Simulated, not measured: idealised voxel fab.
The process module presented herein is designated voxel ribs on slabs.
For reference, the cross-section in this document is cut, with width 145 nm and square cells of 5 nm.
Square cells in a grid make up a cross-section in this document, and the grid is given as bands, listed from the top down, each one or more rows of cells. Per band: top height and bottom height in nm, followed by the left-to-right materials and their widths in nm; "edge to edge" marks a single material spanning edge to edge, "air" marks empty space. The reference from which all heights are counted is 0, the level beneath which the as-received wafer is entirely one material; the lowest band, having no lower bound, proceeds downward and is written after the example "0 -> down". It should be noted that a width expressed as "30..40" varies in equal increments from row to row of cells within the band, taking the value of the first number at the top row and that of the second number at the bottom row. Basically "no alterations made" means that step didn't change any cell in the cross-section. If an empty space has no open way to the top and is at least 8 cells in size, "Closed void listing" lists it, written width x height at distance, where distance is measured from the left edge and every value is in nm. On a step's line, text after the settings is the simulator commenting on that step. Among the settings permitted on a step's line is "overlay nm"; applied to a step with a mask, it specifies the extent to which the mask lay to the right of its planned position, whereas a negative figure signifies a position to the left.
THE PLANNED PROCESS STEPS ARE ENUMERATED HEREUNDER
| 1 | RECEIVE [material Si] |
| 2 | DIRECTIONAL_DEP [material SiO2] [thk nm 25] |
| 3 | DIRECTIONAL_DEP [material polySi] [thk nm 15] |
| 4 | DIRECTIONAL_DEP [material aC] [thk nm 10] |
| 5 | PATTERN [tone cover] [mask id RIB] [material resist] [width nm 15] [thk nm 30] [overlay nm 0] |
| 6 | DIRECTIONAL_ETCH [etch materials aC] [depth nm 10] |
| 7 | STRIP [etch materials resist] |
| 8 | DIRECTIONAL_ETCH [etch materials polySi] [depth nm 10] |
| 9 | STRIP [etch materials aC] |
| 10 | MASKED_ETCH [tone cover] [mask id SLAB] [width nm 55] [etch materials polySi] [depth nm 5] [overlay nm 0] |
| 11 | FILL_DEP [material SiO2] [thk nm 25] |
| 12 | CMP [height nm 55] |
| 13 | DIRECTIONAL_DEP [material TiN] [thk nm 10] |
| 14 | PATTERN [tone cover] [mask id HEATER] [material resist] [width nm 25] [thk nm 20] [overlay nm 0] |
| 15 | DIRECTIONAL_ETCH [etch materials TiN] [depth nm 10] |
| 16 | STRIP [etch materials resist] |
| 17 | CONFORMAL_DEP [material SiO2] [thk nm 5] |
STEP 1 COMPLETE: CROSS-SECTION OF THE WAFER AS RECEIVED
0 -> down = Si edge to edge
Closed void listing: none
RUN AS PLANNED - FIRST OF THE TWO WAFERS CROSS-SECTIONED AT THE END OF THE MODULE
70 -> 65 = air 55 nm  SiO2 35 nm  air 55 nm
65 -> 60 = air 55 nm  SiO2 5 nm  TiN 25 nm  SiO2 5 nm  air 55 nm
60 -> 55 = SiO2 60 nm  TiN 25 nm  SiO2 60 nm
55 -> 40 = SiO2 edge to edge
40 -> 30 = SiO2 65 nm  polySi 15 nm  SiO2 65 nm
30 -> 25 = SiO2 45 nm  polySi 55 nm  SiO2 45 nm
25 -> 0 = SiO2 edge to edge
0 -> down = Si edge to edge
Closed void listing: none
END OF MODULE, SECOND WAFER, CROSS-SECTION. STARTED LIKE THE FIRST, PLANNED LIKE THE FIRST, RUN WITH ONE MISTAKE
70 -> 65 = air 55 nm  SiO2 35 nm  air 55 nm
65 -> 60 = air 55 nm  SiO2 5 nm  TiN 25 nm  SiO2 5 nm  air 55 nm
60 -> 55 = SiO2 60 nm  TiN 25 nm  SiO2 60 nm
55 -> 40 = SiO2 edge to edge
40 -> 30 = SiO2 75 nm  polySi 15 nm  SiO2 55 nm
30 -> 25 = SiO2 45 nm  polySi 55 nm  SiO2 45 nm
25 -> 0 = SiO2 edge to edge
0 -> down = Si edge to edge
Closed void listing: none
The plan and the run diverged here: the process deviated at step 5: the operation and settings actually run there were PATTERN [tone cover] [mask id RIB] [material resist] [width nm 15] [thk nm 30] [overlay nm 10]
Both wafers, final: cells per material equal; arrangement not.
